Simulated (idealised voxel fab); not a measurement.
Process module, titled voxel wiring stack
It is cross-section cut that appears here, measuring 200 nm in width, its square cells being 5 nm in size.
Cross-section layout: square cells on a grid; listed as bands, top to bottom; a band spans one or more cell rows. Quick guide to a band line: top height, bottom height (nm) up front; then every material left to right with its width in nm. Only one material and it's marked "edge to edge"? Then it fills the band edge to edge. And "blank" just means empty space. Heights from 0 (as-received wafer is one material below). Bottom band endless downward, as "from 0 down". Note: "30..40" means the width goes from the first number (top row of the band) to the second number (bottom row) in equal steps per row of cells. The cross-section has no changed cell in any step marked "no change". So "Unvented internal voids" is basically the list of trapped voids: any empty space of 8 cells or more that can't reach the top through an opening. They're written width x height at distance, the distance being from the left edge, and it's all nm. Where a step's line continues beyond its settings, the continuation is a remark by the simulator itself on that step. Steps that use a mask can have "overlay nm" on their line. It says how far the mask sat to the right of where it was meant to be. Negative means to the left.

### Process steps - plan
1,RECEIVE with material Si
2,CONFORMAL_DEP with material SiO2, thk nm 15
3,CONFORMAL_DEP with material SiCN, thk nm 5
4,DIRECTIONAL_DEP with material lowk, thk nm 20
5,DIRECTIONAL_DEP with material aC, thk nm 10
6,PATTERN with tone open, mask id METAL_1, material resist, width nm 25, pitch nm 40, thk nm 25, overlay nm 0
7,DIRECTIONAL_ETCH with etch materials aC, depth nm 10
8,STRIP with etch materials resist
9,DIRECTIONAL_ETCH with etch materials lowk, depth nm 20
10,DIRECTIONAL_ETCH with etch materials SiCN, depth nm 5
11,STRIP with etch materials aC
12,CONFORMAL_DEP with material TiN, thk nm 5
13,FILL_DEP with material Ru, thk nm 10
14,CMP with height nm 40
15,CONFORMAL_DEP with material SiCN, thk nm 5
16,DIRECTIONAL_DEP with material lowk, thk nm 35
17,DIRECTIONAL_DEP with material aC, thk nm 15
18,PATTERN with tone open, mask id METAL_2_HOLES, material resist, width nm 15, pitch nm 40, thk nm 30, overlay nm 0
19,DIRECTIONAL_ETCH with etch materials aC, depth nm 15
20,STRIP with etch materials resist
21,DIRECTIONAL_ETCH with etch materials lowk, depth nm 35
22,STRIP with etch materials aC
23,DIRECTIONAL_DEP with material aC, thk nm 10
24,PATTERN with tone open, mask id METAL_2, material resist, width nm 25, pitch nm 40, thk nm 25, overlay nm 0
25,DIRECTIONAL_ETCH with etch materials aC, depth nm 10
26,STRIP with etch materials resist
27,DIRECTIONAL_ETCH with etch materials lowk, depth nm 20
28,DIRECTIONAL_ETCH with etch materials SiCN, depth nm 5
29,STRIP with etch materials aC
30,CONFORMAL_DEP with material TiN, thk nm 5
31,FILL_DEP with material Cu, thk nm 5
32,CMP with height nm 80
33,CONFORMAL_DEP with material SiCN, thk nm 5
34,DIRECTIONAL_DEP with material lowk, thk nm 10
35,MASKED_ETCH with tone open, mask id PLUG_2, width nm 15, pitch nm 80, etch materials lowk, depth nm 10, overlay nm 0
36,MASKED_ETCH with tone open, mask id PLUG_2, width nm 15, pitch nm 80, etch materials SiCN, depth nm 5, overlay nm 0
37,CONFORMAL_DEP with material TiN, thk nm 5
38,FILL_DEP with material W, thk nm 10
39,CMP with height nm 95
40,DIRECTIONAL_DEP with material TiN, thk nm 5
41,DIRECTIONAL_DEP with material Ru, thk nm 25
42,PATTERN with tone cover, mask id METAL_3, material resist, width nm 25, pitch nm 40, thk nm 20, overlay nm 0
43,DIRECTIONAL_ETCH with etch materials Ru, depth nm 25
44,DIRECTIONAL_ETCH with etch materials TiN, depth nm 5
45,STRIP with etch materials resist
46,FILL_DEP with material lowk, thk nm 10
47,CMP with height nm 125
48,CONFORMAL_DEP with material SiCN, thk nm 5

### Received-state cross-section, reflecting completion of step 1
  from 0 down | Si edge to edge
  Unvented internal voids: none

### The module was run from the start shown above using the plan shown above, but one mistake was made doing it; the resulting wafer cross-section is below
  from 130 to 125 | SiCN edge to edge
  from 125 to 100 | lowk 25 / Ru 25 / lowk 15 / Ru 25 / lowk 15 / Ru 25 / lowk 15 / Ru 25 / lowk 30
  from 100 to 95 | lowk 25 / TiN 25 / lowk 15 / TiN 25 / lowk 15 / TiN 25 / lowk 15 / TiN 25 / lowk 30
  from 95 to 90 | lowk 30 / TiN 5 / W 5 / TiN 5 / lowk 65 / TiN 5 / W 5 / TiN 5 / lowk 75
  from 90 to 85 | lowk 30 / TiN 15 / lowk 65 / TiN 15 / lowk 75
  from 85 to 80 | SiCN 30 / TiN 10 / SiCN 70 / TiN 10 / SiCN 80
  from 80 to 65 | lowk 25 / TiN 5 / Cu 15 / TiN 5 / lowk 15 / TiN 5 / Cu 15 / TiN 5 / lowk 15 / TiN 5 / Cu 15 / TiN 5 / lowk 15 / TiN 5 / Cu 15 / TiN 5 / lowk 30
  from 65 to 60 | lowk 25 / TiN 5 / Cu 5 / TiN 15 / lowk 15 / TiN 5 / Cu 5 / TiN 15 / lowk 15 / TiN 5 / Cu 5 / TiN 15 / lowk 15 / TiN 5 / Cu 5 / TiN 15 / lowk 30
  from 60 to 45 | lowk 25 / TiN 5 / Cu 5 / TiN 5 / lowk 25 / TiN 5 / Cu 5 / TiN 5 / lowk 25 / TiN 5 / Cu 5 / TiN 5 / lowk 25 / TiN 5 / Cu 5 / TiN 5 / lowk 40
  from 45 to 40 | SiCN 25 / TiN 15 / SiCN 25 / TiN 15 / SiCN 25 / TiN 15 / SiCN 25 / TiN 15 / SiCN 40
  from 40 to 20 | lowk 25 / TiN 5 / Ru 15 / TiN 5 / lowk 15 / TiN 5 / Ru 15 / TiN 5 / lowk 15 / TiN 5 / Ru 15 / TiN 5 / lowk 15 / TiN 5 / Ru 15 / TiN 5 / lowk 30
  from 20 to 15 | SiCN 25 / TiN 25 / SiCN 15 / TiN 25 / SiCN 15 / TiN 25 / SiCN 15 / TiN 25 / SiCN 30
  from 15 to 0 | SiO2 edge to edge
  from 0 down | Si edge to edge
  Unvented internal voids: none
Plan not followed: step 35 was not run as planned; what actually ran was MASKED_ETCH with tone open, mask id PLUG_2, width nm 15, pitch nm 80, etch materials lowk, depth nm 10, overlay nm 5
